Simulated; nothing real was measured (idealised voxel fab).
process module | voxel self aligned contacts
In the cross-section labelled cut, the width is 180 nm and each square cell is 5 nm.
Square cells in a grid make up a cross-section in this document, and the grid is given as bands, listed from the top down, each one or more rows of cells. Read a band's entry like this: the first values are the height of its top and the height of its bottom in nm, and what follows is the sequence of materials from left to right, each with its width in nm. Note that "blank" is empty space, and that a single material marked "everywhere" reaches across the band from edge to edge. Convention: height 0 is the level below which the wafer, as received, is all one material. The lowest band does not terminate at the bottom but continues downward, represented as "0 nm and below". You'd read "30->40" like this: the band's top row of cells is as wide as the first number, its bottom row is as wide as the second, and going down, every row changes width by the same amount as the row before did. Key: "changes: none" - step with no changed cell in the cross-section. Reported under the label "Closed void roster" are the empty spaces having no open way to the top and comprising 8 cells or more; the notation for each is width x height at distance, in which the distance is measured from the left edge and all three values are in nm. Text after the settings on a step's line: the simulator's own remark on that step. You can add "overlay nm" to a step's line. For a step with a mask, it describes how far the mask lay to the right of its planned position, and a negative number describes a lay to the left.

**Here's what the planned process steps look like**
1,op RECEIVE | material Si
2,op CONFORMAL_DEP | material SiO2 | thk nm 5
3,op DIRECTIONAL_DEP | material polySi | thk nm 30
4,op DIRECTIONAL_DEP | material SiN | thk nm 25
5,op PATTERN | tone cover | mask id GATE | material resist | width nm 25 | pitch nm 65 | thk nm 15 | overlay nm 0
6,op DIRECTIONAL_ETCH | etch materials SiN | depth nm 25
7,op DIRECTIONAL_ETCH | etch materials polySi | depth nm 30
8,op STRIP | etch materials resist
9,op CONFORMAL_DEP | material SiN | thk nm 10
10,op DIRECTIONAL_ETCH | etch materials SiN | depth nm 10
11,op FILL_DEP | material SiO2 | thk nm 10
12,op CMP | height nm 65
13,op PATTERN | tone open | mask id CONTACT | material resist | width nm 50 | thk nm 15 | overlay nm 0
14,op DIRECTIONAL_ETCH | etch materials SiO2 | depth nm 65
15,op STRIP | etch materials resist
16,op CONFORMAL_DEP | material TiN | thk nm 5
17,op FILL_DEP | material W | thk nm 10
18,op CMP | height nm 65
19,op CONFORMAL_DEP | material SiN | thk nm 5

**As-received wafer cross-section (after step 1)**
- 0 nm and below = Si everywhere
- Closed void roster: none

**First of two wafers, end-of-module section, run followed plan**
- 70 nm to 65 nm = SiN everywhere
- 65 nm to 60 nm = 65 of SiO2 | 20 of TiN | 10 of W | 20 of TiN | 65 of SiO2
- 60 nm to 35 nm = 35 of SiO2 | 45 of SiN | 5 of TiN | 10 of W | 5 of TiN | 45 of SiN | 35 of SiO2
- 35 nm to 5 nm = 35 of SiO2 | 10 of SiN | 25 of polySi | 10 of SiN | 5 of TiN | 10 of W | 5 of TiN | 10 of SiN | 25 of polySi | 10 of SiN | 35 of SiO2
- 5 nm to 0 nm = 80 of SiO2 | 20 of TiN | 80 of SiO2
- 0 nm and below = Si everywhere
- Closed void roster: none

**Cross-sectional view: second of two wafers, end of module; start and plan identical to the first, one mistake in running**
- 70 nm to 65 nm = SiN everywhere
- 65 nm to 60 nm = 65 of SiO2 | 50 of TiN | 65 of SiO2
- 60 nm to 35 nm = 55 of SiN | 5 of SiO2 | 60 of SiN | 5 of SiO2 | 55 of SiN
- 35 nm to 5 nm = 45 of polySi | 10 of SiN | 5 of SiO2 | 10 of SiN | 40 of polySi | 10 of SiN | 5 of SiO2 | 10 of SiN | 45 of polySi
- 5 nm to 0 nm = SiO2 everywhere
- 0 nm and below = Si everywhere
- Closed void roster: none
What was done differently from what was planned? step 5: run off-plan, actual operation and settings op PATTERN | tone open | mask id GATE | material resist | width nm 25 | pitch nm 65 | thk nm 15 | overlay nm 0
The final cell counts differ between the wafers, with the second having more or fewer of some materials than the first: +80 SiN | -128 SiO2 | -24 TiN | -24 W | +96 polySi
